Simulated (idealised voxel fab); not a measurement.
The following is a process module called voxel transistor to metal.
Cross-section cut: width 160 nm, square cells of 5 nm.
If you're reading a cross-section in this doc, picture square cells in a grid; it comes to you as bands, top ones listed first down to the bottom, and a band can be one or more rows of cells.
In this notation a band is specified by the heights of its top and bottom, in that order and in nm, after which its materials appear from left to right, each paired with its width in nm. The word "all across" attached to a single material means that material fills the band from edge to edge; the word "blank" stands for empty space.
Convention: height 0 is the level below which the wafer, as received, is all one material. The lowest band does not terminate at the bottom but continues downward, represented as "top 0, no bottom".
A width given as "30->40" starts at the first number in the band's top row and ends at the second number in its bottom row, shifting by an equal amount at every step from row to row.
When a step is marked "no alterations made", none of the cells in the cross-section changed during that step.
If an empty space has no open way to the top and is at least 8 cells in size, "Enclosed void catalog" lists it, written width x height at distance, where distance is measured from the left edge and every value is in nm.
after a step's settings: what the simulator itself notes on the step
You can add "overlay nm" to a step's line. For a step with a mask, it describes how far the mask lay to the right of its planned position, and a negative number describes a lay to the left.
Each of the pairs that make up the rest of this document says: here is the cross-section before one process step, here is the cross-section after it, drawn only down to the lowest band that changed, and here, under the pair, is the step lying between them with its settings. Different pairs may come from different runs of this module on the same starting wafer, so a pair continues from the pair above it only where its entry headed "Prior to step" says so.

**Prior to step**
  top 25, bottom 20 | blank 60 nm / SiN 10 nm / SiCN 20 nm / SiN 10 nm / blank 60 nm
  top 20, bottom 5 | blank 60 nm / SiN 10 nm / polySi 20 nm / SiN 10 nm / blank 60 nm
  top 5, bottom 0 | blank 50 nm / nSi 10 nm / SiN 10 nm / polySi 20 nm / SiN 10 nm / nSi 10 nm / blank 50 nm
  top 0, bottom -5 | blank 50 nm / nSi 10 nm / SiO2 40 nm / nSi 10 nm / blank 50 nm
  top -5, bottom -15 | SiO2 30 nm / nSi 30 nm / Si 40 nm / nSi 30 nm / SiO2 30 nm
  top -15, bottom -40 | SiO2 30 nm / Si 100 nm / SiO2 30 nm
  top -40, no bottom | Si all across
  Enclosed void catalog: none

**Post-Step Geometry**
  top 35, bottom 25 | SiO2 all across
  top 25, bottom 20 | SiO2 60 nm / SiN 10 nm / SiCN 20 nm / SiN 10 nm / SiO2 60 nm
  top 20, bottom 5 | SiO2 60 nm / SiN 10 nm / polySi 20 nm / SiN 10 nm / SiO2 60 nm
  top 5, bottom 0 | SiO2 50 nm / nSi 10 nm / SiN 10 nm / polySi 20 nm / SiN 10 nm / nSi 10 nm / SiO2 50 nm
  top 0, bottom -5 | SiO2 50 nm / nSi 10 nm / SiO2 40 nm / nSi 10 nm / SiO2 50 nm
  Whatever lies below -5 is exactly as it was before.
  Enclosed void catalog: none
What was done to get from the upper cross-section to the lower one? FILL_DEP with material SiO2, thk nm 10

Prior to step: it's just the after picture from the pair right above this one.

**Post-Step Geometry**
  top 30, bottom 25 | SiO2 all across
  Whatever lies below 25 is exactly as it was before.
  Enclosed void catalog: none
What was done to get from the upper cross-section to the lower one? CMP with height nm 30

Prior to step: it's just the after picture from the pair right above this one.

**Post-Step Geometry**
  top 45, bottom 25 | SiO2 all across
  Whatever lies below 25 is exactly as it was before.
  Enclosed void catalog: none
What was done to get from the upper cross-section to the lower one? DIRECTIONAL_DEP with material SiO2, thk nm 15

Prior to step: it's just the after picture from the pair right above this one.

**Post-Step Geometry**
  top 45, bottom 25 | SiO2 35 nm / blank 30 nm / SiO2 30 nm / blank 30 nm / SiO2 35 nm
  top 25, bottom 20 | SiO2 35 nm / blank 25 nm / SiN 10 nm / SiCN 20 nm / SiN 10 nm / blank 25 nm / SiO2 35 nm
  top 20, bottom 5 | SiO2 35 nm / blank 25 nm / SiN 10 nm / polySi 20 nm / SiN 10 nm / blank 25 nm / SiO2 35 nm
  top 5, bottom 0 | SiO2 35 nm / blank 15 nm / nSi 10 nm / SiN 10 nm / polySi 20 nm / SiN 10 nm / nSi 10 nm / blank 15 nm / SiO2 35 nm
  top 0, bottom -5 | SiO2 35 nm / blank 15 nm / nSi 10 nm / SiO2 40 nm / nSi 10 nm / blank 15 nm / SiO2 35 nm
  Whatever lies below -5 is exactly as it was before.
  Enclosed void catalog: none
What was done to get from the upper cross-section to the lower one? MASKED_ETCH with tone open, mask id CONTACT, width nm 30, pitch nm 60, etch materials SiO2, depth nm 50, overlay nm 0

Prior to step: it's just the after picture from the pair right above this one.

**Post-Step Geometry**
  top 50, bottom 45 | TiN 40 nm / blank 20 nm / TiN 40 nm / blank 20 nm / TiN 40 nm
  top 45, bottom 30 | SiO2 35 nm / TiN 5 nm / blank 20 nm / TiN 5 nm / SiO2 30 nm / TiN 5 nm / blank 20 nm / TiN 5 nm / SiO2 35 nm
  top 30, bottom 25 | SiO2 35 nm / TiN 5 nm / blank 15 nm / TiN 10 nm / SiO2 30 nm / TiN 10 nm / blank 15 nm / TiN 5 nm / SiO2 35 nm
  top 25, bottom 20 | SiO2 35 nm / TiN 5 nm / blank 15 nm / TiN 5 nm / SiN 10 nm / SiCN 20 nm / SiN 10 nm / TiN 5 nm / blank 15 nm / TiN 5 nm / SiO2 35 nm
  top 20, bottom 10 | SiO2 35 nm / TiN 5 nm / blank 15 nm / TiN 5 nm / SiN 10 nm / polySi 20 nm / SiN 10 nm / TiN 5 nm / blank 15 nm / TiN 5 nm / SiO2 35 nm
  top 10, bottom 5 | SiO2 35 nm / TiN 5 nm / blank 5 nm / TiN 15 nm / SiN 10 nm / polySi 20 nm / SiN 10 nm / TiN 15 nm / blank 5 nm / TiN 5 nm / SiO2 35 nm
  top 5, bottom 0 | SiO2 35 nm / TiN 5 nm / blank 5 nm / TiN 5 nm / nSi 10 nm / SiN 10 nm / polySi 20 nm / SiN 10 nm / nSi 10 nm / TiN 5 nm / blank 5 nm / TiN 5 nm / SiO2 35 nm
  top 0, bottom -5 | SiO2 35 nm / TiN 15 nm / nSi 10 nm / SiO2 40 nm / nSi 10 nm / TiN 15 nm / SiO2 35 nm
  Whatever lies below -5 is exactly as it was before.
  Enclosed void catalog: none
What was done to get from the upper cross-section to the lower one? CONFORMAL_DEP with material TiN, thk nm 5

Prior to step: it's just the after picture from the pair right above this one.

**Post-Step Geometry**
  top 60, bottom 50 | W all across
  top 50, bottom 45 | TiN 40 nm / W 20 nm / TiN 40 nm / W 20 nm / TiN 40 nm
  top 45, bottom 30 | SiO2 35 nm / TiN 5 nm / W 20 nm / TiN 5 nm / SiO2 30 nm / TiN 5 nm / W 20 nm / TiN 5 nm / SiO2 35 nm
  top 30, bottom 25 | SiO2 35 nm / TiN 5 nm / W 15 nm / TiN 10 nm / SiO2 30 nm / TiN 10 nm / W 15 nm / TiN 5 nm / SiO2 35 nm
  top 25, bottom 20 | SiO2 35 nm / TiN 5 nm / W 15 nm / TiN 5 nm / SiN 10 nm / SiCN 20 nm / SiN 10 nm / TiN 5 nm / W 15 nm / TiN 5 nm / SiO2 35 nm
  top 20, bottom 10 | SiO2 35 nm / TiN 5 nm / W 15 nm / TiN 5 nm / SiN 10 nm / polySi 20 nm / SiN 10 nm / TiN 5 nm / W 15 nm / TiN 5 nm / SiO2 35 nm
  top 10, bottom 5 | SiO2 35 nm / TiN 5 nm / W 5 nm / TiN 15 nm / SiN 10 nm / polySi 20 nm / SiN 10 nm / TiN 15 nm / W 5 nm / TiN 5 nm / SiO2 35 nm
  top 5, bottom 0 | SiO2 35 nm / TiN 5 nm / W 5 nm / TiN 5 nm / nSi 10 nm / SiN 10 nm / polySi 20 nm / SiN 10 nm / nSi 10 nm / TiN 5 nm / W 5 nm / TiN 5 nm / SiO2 35 nm
  Whatever lies below 0 is exactly as it was before.
  Enclosed void catalog: none
What was done to get from the upper cross-section to the lower one? FILL_DEP with material W, thk nm 10

Prior to step: it's just the after picture from the pair right above this one.

**Post-Step Geometry**
  top 45, bottom 30 | SiO2 35 nm / TiN 5 nm / W 20 nm / TiN 5 nm / SiO2 30 nm / TiN 5 nm / W 20 nm / TiN 5 nm / SiO2 35 nm
  Whatever lies below 30 is exactly as it was before.
  Enclosed void catalog: none
What was done to get from the upper cross-section to the lower one? CMP with height nm 45

Prior to step: it's just the after picture from the pair right above this one.

**Post-Step Geometry**
  top 50, bottom 45 | TiN all across
  Whatever lies below 45 is exactly as it was before.
  Enclosed void catalog: none
What was done to get from the upper cross-section to the lower one? DIRECTIONAL_DEP with material TiN, thk nm 5

Prior to step: it's just the after picture from the pair right above this one.

**Post-Step Geometry**
  top 75, bottom 50 | W all across
  Whatever lies below 50 is exactly as it was before.
  Enclosed void catalog: none
What was done to get from the upper cross-section to the lower one? DIRECTIONAL_DEP with material W, thk nm 25

Prior to step: it's just the after picture from the pair right above this one.

**Post-Step Geometry**
  top 90, bottom 75 | blank 35 nm / resist 20 nm / blank 50 nm / resist 20 nm / blank 35 nm
  Whatever lies below 75 is exactly as it was before.
  Enclosed void catalog: none
What was done to get from the upper cross-section to the lower one? PATTERN with tone cover, mask id METAL_1, material resist, width nm 20, pitch nm 70, thk nm 15, overlay nm 0

Prior to step: it's just the after picture from the pair right above this one.

**Post-Step Geometry**
  top 90, bottom 75 | blank 35 nm / resist 20 nm / blank 50 nm / resist 20 nm / blank 35 nm
  top 75, bottom 50 | blank 35 nm / W 20 nm / blank 50 nm / W 20 nm / blank 35 nm
  Whatever lies below 50 is exactly as it was before.
  Enclosed void catalog: none
What was done to get from the upper cross-section to the lower one? DIRECTIONAL_ETCH with etch materials W, depth nm 25

Prior to step: it's just the after picture from the pair right above this one.

**Post-Step Geometry**
  top 90, bottom 75 | blank 35 nm / resist 20 nm / blank 50 nm / resist 20 nm / blank 35 nm
  top 75, bottom 50 | blank 35 nm / W 20 nm / blank 50 nm / W 20 nm / blank 35 nm
  top 50, bottom 45 | blank 35 nm / TiN 20 nm / blank 50 nm / TiN 20 nm / blank 35 nm
  Whatever lies below 45 is exactly as it was before.
  Enclosed void catalog: none
What was done to get from the upper cross-section to the lower one? DIRECTIONAL_ETCH with etch materials TiN, depth nm 5

Prior to step: it's just the after picture from the pair right above this one.

**Post-Step Geometry**
  top 75, bottom 50 | blank 35 nm / W 20 nm / blank 50 nm / W 20 nm / blank 35 nm
  Whatever lies below 50 is exactly as it was before.
  Enclosed void catalog: none
What was done to get from the upper cross-section to the lower one? STRIP with etch materials resist

Prior to step: it's just the after picture from the pair right above this one.

**Post-Step Geometry**
  top 80, bottom 75 | blank 30 nm / SiCN 30 nm / blank 40 nm / SiCN 30 nm / blank 30 nm
  top 75, bottom 50 | blank 30 nm / SiCN 5 nm / W 20 nm / SiCN 5 nm / blank 40 nm / SiCN 5 nm / W 20 nm / SiCN 5 nm / blank 30 nm
  top 50, bottom 45 | SiCN 35 nm / TiN 20 nm / SiCN 50 nm / TiN 20 nm / SiCN 35 nm
  Whatever lies below 45 is exactly as it was before.
  Enclosed void catalog: none
What was done to get from the upper cross-section to the lower one? CONFORMAL_DEP with material SiCN, thk nm 5

Prior to step: it's just the after picture from the pair right above this one.

**Post-Step Geometry**
  top 85, bottom 80 | SiO2 all across
  top 80, bottom 75 | SiO2 30 nm / SiCN 30 nm / SiO2 40 nm / SiCN 30 nm / SiO2 30 nm
  top 75, bottom 50 | SiO2 30 nm / SiCN 5 nm / W 20 nm / SiCN 5 nm / SiO2 40 nm / SiCN 5 nm / W 20 nm / SiCN 5 nm / SiO2 30 nm
  Whatever lies below 50 is exactly as it was before.
  Enclosed void catalog: none
What was done to get from the upper cross-section to the lower one? FILL_DEP with material SiO2, thk nm 5

Prior to step: it's just the after picture from the pair right above this one.

**Post-Step Geometry**
  top 75, bottom 50 | SiO2 30 nm / SiCN 5 nm / W 20 nm / SiCN 5 nm / SiO2 40 nm / SiCN 5 nm / W 20 nm / SiCN 5 nm / SiO2 30 nm
  Whatever lies below 50 is exactly as it was before.
  Enclosed void catalog: none
What was done to get from the upper cross-section to the lower one? CMP with height nm 75

Prior to step: it's just the after picture from the pair right above this one.

**Post-Step Geometry**
  top 80, bottom 75 | SiCN all across
  Whatever lies below 75 is exactly as it was before.
  Enclosed void catalog: none
What was done to get from the upper cross-section to the lower one? CONFORMAL_DEP with material SiCN, thk nm 5

**Prior to step**
  top 45, bottom 30 | SiO2 all across
  top 30, bottom 20 | SiO2 60 nm / SiN 10 nm / SiCN 20 nm / SiN 10 nm / SiO2 60 nm
  top 20, bottom 5 | SiO2 60 nm / SiN 10 nm / polySi 20 nm / SiN 10 nm / SiO2 60 nm
  top 5, bottom 0 | SiO2 50 nm / nSi 10 nm / SiN 10 nm / polySi 20 nm / SiN 10 nm / nSi 10 nm / SiO2 50 nm
  top 0, bottom -5 | SiO2 50 nm / nSi 10 nm / SiO2 40 nm / nSi 10 nm / SiO2 50 nm
  top -5, bottom -15 | SiO2 30 nm / nSi 30 nm / Si 40 nm / nSi 30 nm / SiO2 30 nm
  top -15, bottom -40 | SiO2 30 nm / Si 100 nm / SiO2 30 nm
  top -40, no bottom | Si all across
  Enclosed void catalog: none

**Post-Step Geometry**
  top 45, bottom 30 | SiO2 30 nm / blank 40 nm / SiO2 20 nm / blank 40 nm / SiO2 30 nm
  top 30, bottom 20 | SiO2 30 nm / blank 30 nm / SiN 10 nm / SiCN 20 nm / SiN 10 nm / blank 30 nm / SiO2 30 nm
  top 20, bottom 5 | SiO2 30 nm / blank 30 nm / SiN 10 nm / polySi 20 nm / SiN 10 nm / blank 30 nm / SiO2 30 nm
  top 5, bottom 0 | SiO2 30 nm / blank 20 nm / nSi 10 nm / SiN 10 nm / polySi 20 nm / SiN 10 nm / nSi 10 nm / blank 20 nm / SiO2 30 nm
  top 0, bottom -5 | SiO2 30 nm / blank 20 nm / nSi 10 nm / SiO2 40 nm / nSi 10 nm / blank 20 nm / SiO2 30 nm
  Whatever lies below -5 is exactly as it was before.
  Enclosed void catalog: none
What was done to get from the upper cross-section to the lower one? MASKED_ETCH with tone open, mask id CONTACT, width nm 40, pitch nm 60, etch materials SiO2, depth nm 50, overlay nm 0

Prior to step: it's just the after picture from the pair right above this one.

**Post-Step Geometry**
  top 50, bottom 45 | TiN 35 nm / blank 30 nm / TiN 30 nm / blank 30 nm / TiN 35 nm
  top 45, bottom 35 | SiO2 30 nm / TiN 5 nm / blank 30 nm / TiN 5 nm / SiO2 20 nm / TiN 5 nm / blank 30 nm / TiN 5 nm / SiO2 30 nm
  top 35, bottom 30 | SiO2 30 nm / TiN 5 nm / blank 20 nm / TiN 15 nm / SiO2 20 nm / TiN 15 nm / blank 20 nm / TiN 5 nm / SiO2 30 nm
  top 30, bottom 20 | SiO2 30 nm / TiN 5 nm / blank 20 nm / TiN 5 nm / SiN 10 nm / SiCN 20 nm / SiN 10 nm / TiN 5 nm / blank 20 nm / TiN 5 nm / SiO2 30 nm
  top 20, bottom 10 | SiO2 30 nm / TiN 5 nm / blank 20 nm / TiN 5 nm / SiN 10 nm / polySi 20 nm / SiN 10 nm / TiN 5 nm / blank 20 nm / TiN 5 nm / SiO2 30 nm
  top 10, bottom 5 | SiO2 30 nm / TiN 5 nm / blank 10 nm / TiN 15 nm / SiN 10 nm / polySi 20 nm / SiN 10 nm / TiN 15 nm / blank 10 nm / TiN 5 nm / SiO2 30 nm
  top 5, bottom 0 | SiO2 30 nm / TiN 5 nm / blank 10 nm / TiN 5 nm / nSi 10 nm / SiN 10 nm / polySi 20 nm / SiN 10 nm / nSi 10 nm / TiN 5 nm / blank 10 nm / TiN 5 nm / SiO2 30 nm
  top 0, bottom -5 | SiO2 30 nm / TiN 20 nm / nSi 10 nm / SiO2 40 nm / nSi 10 nm / TiN 20 nm / SiO2 30 nm
  Whatever lies below -5 is exactly as it was before.
  Enclosed void catalog: none
What was done to get from the upper cross-section to the lower one? CONFORMAL_DEP with material TiN, thk nm 5

Prior to step: it's just the after picture from the pair right above this one.

**Post-Step Geometry**
  top 60, bottom 50 | W all across
  top 50, bottom 45 | TiN 35 nm / W 30 nm / TiN 30 nm / W 30 nm / TiN 35 nm
  top 45, bottom 35 | SiO2 30 nm / TiN 5 nm / W 30 nm / TiN 5 nm / SiO2 20 nm / TiN 5 nm / W 30 nm / TiN 5 nm / SiO2 30 nm
  top 35, bottom 30 | SiO2 30 nm / TiN 5 nm / W 20 nm / TiN 15 nm / SiO2 20 nm / TiN 15 nm / W 20 nm / TiN 5 nm / SiO2 30 nm
  top 30, bottom 20 | SiO2 30 nm / TiN 5 nm / W 20 nm / TiN 5 nm / SiN 10 nm / SiCN 20 nm / SiN 10 nm / TiN 5 nm / W 20 nm / TiN 5 nm / SiO2 30 nm
  top 20, bottom 10 | SiO2 30 nm / TiN 5 nm / W 20 nm / TiN 5 nm / SiN 10 nm / polySi 20 nm / SiN 10 nm / TiN 5 nm / W 20 nm / TiN 5 nm / SiO2 30 nm
  top 10, bottom 5 | SiO2 30 nm / TiN 5 nm / W 10 nm / TiN 15 nm / SiN 10 nm / polySi 20 nm / SiN 10 nm / TiN 15 nm / W 10 nm / TiN 5 nm / SiO2 30 nm
  top 5, bottom 0 | SiO2 30 nm / TiN 5 nm / W 10 nm / TiN 5 nm / nSi 10 nm / SiN 10 nm / polySi 20 nm / SiN 10 nm / nSi 10 nm / TiN 5 nm / W 10 nm / TiN 5 nm / SiO2 30 nm
  Whatever lies below 0 is exactly as it was before.
  Enclosed void catalog: none
What was done to get from the upper cross-section to the lower one? FILL_DEP with material W, thk nm 10

Prior to step: it's just the after picture from the pair right above this one.

**Post-Step Geometry**
  top 45, bottom 35 | SiO2 30 nm / TiN 5 nm / W 30 nm / TiN 5 nm / SiO2 20 nm / TiN 5 nm / W 30 nm / TiN 5 nm / SiO2 30 nm
  Whatever lies below 35 is exactly as it was before.
  Enclosed void catalog: none
What was done to get from the upper cross-section to the lower one? CMP with height nm 45

Prior to step: it's just the after picture from the pair right above this one.

**Post-Step Geometry**
  top 50, bottom 45 | TiN all across
  Whatever lies below 45 is exactly as it was before.
  Enclosed void catalog: none
What was done to get from the upper cross-section to the lower one? DIRECTIONAL_DEP with material TiN, thk nm 5

Prior to step: it's just the after picture from the pair right above this one.

**Post-Step Geometry**
  top 75, bottom 50 | W all across
  Whatever lies below 50 is exactly as it was before.
  Enclosed void catalog: none
What was done to get from the upper cross-section to the lower one? DIRECTIONAL_DEP with material W, thk nm 25

Prior to step: it's just the after picture from the pair right above this one.

**Post-Step Geometry**
  top 90, bottom 75 | blank 35 nm / resist 20 nm / blank 50 nm / resist 20 nm / blank 35 nm
  Whatever lies below 75 is exactly as it was before.
  Enclosed void catalog: none
What was done to get from the upper cross-section to the lower one? PATTERN with tone cover, mask id METAL_1, material resist, width nm 20, pitch nm 70, thk nm 15, overlay nm 0

Prior to step: it's just the after picture from the pair right above this one.

**Post-Step Geometry**
  top 90, bottom 75 | blank 35 nm / resist 20 nm / blank 50 nm / resist 20 nm / blank 35 nm
  top 75, bottom 50 | blank 35 nm / W 20 nm / blank 50 nm / W 20 nm / blank 35 nm
  Whatever lies below 50 is exactly as it was before.
  Enclosed void catalog: none
What was done to get from the upper cross-section to the lower one? DIRECTIONAL_ETCH with etch materials W, depth nm 25

Prior to step: it's just the after picture from the pair right above this one.

**Post-Step Geometry**
  top 90, bottom 75 | blank 35 nm / resist 20 nm / blank 50 nm / resist 20 nm / blank 35 nm
  top 75, bottom 50 | blank 35 nm / W 20 nm / blank 50 nm / W 20 nm / blank 35 nm
  top 50, bottom 45 | blank 35 nm / TiN 20 nm / blank 50 nm / TiN 20 nm / blank 35 nm
  Whatever lies below 45 is exactly as it was before.
  Enclosed void catalog: none
What was done to get from the upper cross-section to the lower one? DIRECTIONAL_ETCH with etch materials TiN, depth nm 5

Prior to step: it's just the after picture from the pair right above this one.

**Post-Step Geometry**
  top 75, bottom 50 | blank 35 nm / W 20 nm / blank 50 nm / W 20 nm / blank 35 nm
  Whatever lies below 50 is exactly as it was before.
  Enclosed void catalog: none
What was done to get from the upper cross-section to the lower one? STRIP with etch materials resist

Prior to step: it's just the after picture from the pair right above this one.

**Post-Step Geometry**
  top 80, bottom 75 | blank 30 nm / SiCN 30 nm / blank 40 nm / SiCN 30 nm / blank 30 nm
  top 75, bottom 50 | blank 30 nm / SiCN 5 nm / W 20 nm / SiCN 5 nm / blank 40 nm / SiCN 5 nm / W 20 nm / SiCN 5 nm / blank 30 nm
  top 50, bottom 45 | SiCN 35 nm / TiN 20 nm / SiCN 50 nm / TiN 20 nm / SiCN 35 nm
  Whatever lies below 45 is exactly as it was before.
  Enclosed void catalog: none
What was done to get from the upper cross-section to the lower one? CONFORMAL_DEP with material SiCN, thk nm 5

Prior to step: it's just the after picture from the pair right above this one.

**Post-Step Geometry**
  top 85, bottom 80 | SiO2 all across
  top 80, bottom 75 | SiO2 30 nm / SiCN 30 nm / SiO2 40 nm / SiCN 30 nm / SiO2 30 nm
  top 75, bottom 50 | SiO2 30 nm / SiCN 5 nm / W 20 nm / SiCN 5 nm / SiO2 40 nm / SiCN 5 nm / W 20 nm / SiCN 5 nm / SiO2 30 nm
  Whatever lies below 50 is exactly as it was before.
  Enclosed void catalog: none
What was done to get from the upper cross-section to the lower one? FILL_DEP with material SiO2, thk nm 5

Prior to step: it's just the after picture from the pair right above this one.

**Post-Step Geometry**
  top 75, bottom 50 | SiO2 30 nm / SiCN 5 nm / W 20 nm / SiCN 5 nm / SiO2 40 nm / SiCN 5 nm / W 20 nm / SiCN 5 nm / SiO2 30 nm
  Whatever lies below 50 is exactly as it was before.
  Enclosed void catalog: none
What was done to get from the upper cross-section to the lower one? CMP with height nm 75

Prior to step: it's just the after picture from the pair right above this one.

**Post-Step Geometry**
  top 80, bottom 75 | SiCN all across
  Whatever lies below 75 is exactly as it was before.
  Enclosed void catalog: none
What was done to get from the upper cross-section to the lower one? CONFORMAL_DEP with material SiCN, thk nm 5

**Prior to step**
  top 30, bottom 20 | blank 70 nm / SiCN 20 nm / blank 70 nm
  top 20, bottom 0 | polySi all across
  top 0, bottom -5 | SiO2 all across
  top -5, bottom -40 | SiO2 30 nm / Si 100 nm / SiO2 30 nm
  top -40, no bottom | Si all across
  Enclosed void catalog: none

**Post-Step Geometry**
  top 30, bottom 20 | blank 70 nm / SiCN 20 nm / blank 70 nm
  top 20, bottom 0 | blank 60 nm / polySi 30 nm / blank 70 nm
  Whatever lies below 0 is exactly as it was before.
  Enclosed void catalog: none
What was done to get from the upper cross-section to the lower one? MASKED_ETCH with tone cover, mask id GATE, width nm 20, etch materials polySi, depth nm 30, overlay nm -10

Prior to step: it's just the after picture from the pair right above this one.

**Post-Step Geometry**
  top 40, bottom 30 | blank 60 nm / SiN 40 nm / blank 60 nm
  top 30, bottom 20 | blank 50 nm / SiN 20 nm / SiCN 20 nm / SiN 10 nm / blank 60 nm
  top 20, bottom 10 | blank 50 nm / SiN 10 nm / polySi 30 nm / SiN 10 nm / blank 60 nm
  top 10, bottom 0 | SiN 60 nm / polySi 30 nm / SiN 70 nm
  Whatever lies below 0 is exactly as it was before.
  Enclosed void catalog: none
What was done to get from the upper cross-section to the lower one? CONFORMAL_DEP with material SiN, thk nm 10

Prior to step: it's just the after picture from the pair right above this one.

**Post-Step Geometry**
  top 30, bottom 20 | blank 60 nm / SiN 10 nm / SiCN 20 nm / SiN 10 nm / blank 60 nm
  top 20, bottom 0 | blank 50 nm / SiN 10 nm / polySi 30 nm / SiN 10 nm / blank 60 nm
  Whatever lies below 0 is exactly as it was before.
  Enclosed void catalog: none
What was done to get from the upper cross-section to the lower one? DIRECTIONAL_ETCH with etch materials SiN, depth nm 10

Prior to step: it's just the after picture from the pair right above this one.

**Post-Step Geometry**
  top 30, bottom 20 | blank 60 nm / SiN 10 nm / SiCN 20 nm / SiN 10 nm / blank 60 nm
  top 20, bottom 0 | blank 50 nm / SiN 10 nm / polySi 30 nm / SiN 10 nm / blank 60 nm
  top 0, bottom -5 | blank 50 nm / SiO2 50 nm / blank 60 nm
  Whatever lies below -5 is exactly as it was before.
  Enclosed void catalog: none
What was done to get from the upper cross-section to the lower one? DIRECTIONAL_ETCH with etch materials SiO2, depth nm 5

Prior to step: it's just the after picture from the pair right above this one.

**Post-Step Geometry**
  top 30, bottom 20 | blank 60 nm / SiN 10 nm / SiCN 20 nm / SiN 10 nm / blank 60 nm
  top 20, bottom 0 | blank 50 nm / SiN 10 nm / polySi 30 nm / SiN 10 nm / blank 60 nm
  top 0, bottom -5 | blank 50 nm / SiO2 50 nm / blank 60 nm
  top -5, bottom -15 | SiO2 30 nm / blank 20 nm / Si 50 nm / blank 30 nm / SiO2 30 nm
  Whatever lies below -15 is exactly as it was before.
  Enclosed void catalog: none
What was done to get from the upper cross-section to the lower one? DIRECTIONAL_ETCH with etch materials Si, depth nm 10

Prior to step: it's just the after picture from the pair right above this one.

**Post-Step Geometry**
  top 30, bottom 20 | blank 60 nm / SiN 10 nm / SiCN 20 nm / SiN 10 nm / blank 60 nm
  top 20, bottom 5 | blank 50 nm / SiN 10 nm / polySi 30 nm / SiN 10 nm / blank 60 nm
  top 5, bottom 0 | blank 40 nm / nSi 10 nm / SiN 10 nm / polySi 30 nm / SiN 10 nm / nSi 10 nm / blank 50 nm
  top 0, bottom -5 | blank 40 nm / nSi 10 nm / SiO2 50 nm / nSi 10 nm / blank 50 nm
  top -5, bottom -15 | SiO2 30 nm / nSi 20 nm / Si 50 nm / nSi 30 nm / SiO2 30 nm
  Whatever lies below -15 is exactly as it was before.
  Enclosed void catalog: none
What was done to get from the upper cross-section to the lower one? EPI with material nSi, thk nm 10

Prior to step: it's just the after picture from the pair right above this one.

**Post-Step Geometry**
  top 40, bottom 30 | SiO2 all across
  top 30, bottom 20 | SiO2 60 nm / SiN 10 nm / SiCN 20 nm / SiN 10 nm / SiO2 60 nm
  top 20, bottom 5 | SiO2 50 nm / SiN 10 nm / polySi 30 nm / SiN 10 nm / SiO2 60 nm
  top 5, bottom 0 | SiO2 40 nm / nSi 10 nm / SiN 10 nm / polySi 30 nm / SiN 10 nm / nSi 10 nm / SiO2 50 nm
  top 0, bottom -5 | SiO2 40 nm / nSi 10 nm / SiO2 50 nm / nSi 10 nm / SiO2 50 nm
  Whatever lies below -5 is exactly as it was before.
  Enclosed void catalog: none
What was done to get from the upper cross-section to the lower one? FILL_DEP with material SiO2, thk nm 10

Prior to step: it's just the after picture from the pair right above this one.

**Post-Step Geometry**
  top 30, bottom 20 | SiO2 60 nm / SiN 10 nm / SiCN 20 nm / SiN 10 nm / SiO2 60 nm
  Whatever lies below 20 is exactly as it was before.
  Enclosed void catalog: none
What was done to get from the upper cross-section to the lower one? CMP with height nm 30

Prior to step: it's just the after picture from the pair right above this one.

**Post-Step Geometry**
  top 45, bottom 30 | SiO2 all across
  Whatever lies below 30 is exactly as it was before.
  Enclosed void catalog: none
What was done to get from the upper cross-section to the lower one? DIRECTIONAL_DEP with material SiO2, thk nm 15

Prior to step: it's just the after picture from the pair right above this one.

**Post-Step Geometry**
  top 45, bottom 30 | SiO2 35 nm / blank 30 nm / SiO2 30 nm / blank 30 nm / SiO2 35 nm
  top 30, bottom 20 | SiO2 35 nm / blank 25 nm / SiN 10 nm / SiCN 20 nm / SiN 10 nm / blank 25 nm / SiO2 35 nm
  top 20, bottom 5 | SiO2 35 nm / blank 15 nm / SiN 10 nm / polySi 30 nm / SiN 10 nm / blank 25 nm / SiO2 35 nm
  top 5, bottom 0 | SiO2 35 nm / blank 5 nm / nSi 10 nm / SiN 10 nm / polySi 30 nm / SiN 10 nm / nSi 10 nm / blank 15 nm / SiO2 35 nm
  top 0, bottom -5 | SiO2 35 nm / blank 5 nm / nSi 10 nm / SiO2 50 nm / nSi 10 nm / blank 15 nm / SiO2 35 nm
  Whatever lies below -5 is exactly as it was before.
  Enclosed void catalog: none
What was done to get from the upper cross-section to the lower one? MASKED_ETCH with tone open, mask id CONTACT, width nm 30, pitch nm 60, etch materials SiO2, depth nm 50, overlay nm 0

Prior to step: it's just the after picture from the pair right above this one.

**Post-Step Geometry**
  top 50, bottom 45 | TiN 40 nm / blank 20 nm / TiN 40 nm / blank 20 nm / TiN 40 nm
  top 45, bottom 35 | SiO2 35 nm / TiN 5 nm / blank 20 nm / TiN 5 nm / SiO2 30 nm / TiN 5 nm / blank 20 nm / TiN 5 nm / SiO2 35 nm
  top 35, bottom 30 | SiO2 35 nm / TiN 5 nm / blank 15 nm / TiN 10 nm / SiO2 30 nm / TiN 10 nm / blank 15 nm / TiN 5 nm / SiO2 35 nm
  top 30, bottom 20 | SiO2 35 nm / TiN 5 nm / blank 15->5 nm / TiN 5->15 nm / SiN 10 nm / SiCN 20 nm / SiN 10 nm / TiN 5 nm / blank 15 nm / TiN 5 nm / SiO2 35 nm
  top 20, bottom 10 | SiO2 35 nm / TiN 5 nm / blank 5 nm / TiN 5 nm / SiN 10 nm / polySi 30 nm / SiN 10 nm / TiN 5 nm / blank 15 nm / TiN 5 nm / SiO2 35 nm
  top 10, bottom 5 | SiO2 35 nm / TiN 15 nm / SiN 10 nm / polySi 30 nm / SiN 10 nm / TiN 15 nm / blank 5 nm / TiN 5 nm / SiO2 35 nm
  top 5, bottom 0 | SiO2 35 nm / TiN 5 nm / nSi 10 nm / SiN 10 nm / polySi 30 nm / SiN 10 nm / nSi 10 nm / TiN 5 nm / blank 5 nm / TiN 5 nm / SiO2 35 nm
  top 0, bottom -5 | SiO2 35 nm / TiN 5 nm / nSi 10 nm / SiO2 50 nm / nSi 10 nm / TiN 15 nm / SiO2 35 nm
  Whatever lies below -5 is exactly as it was before.
  Enclosed void catalog: none
What was done to get from the upper cross-section to the lower one? CONFORMAL_DEP with material TiN, thk nm 5
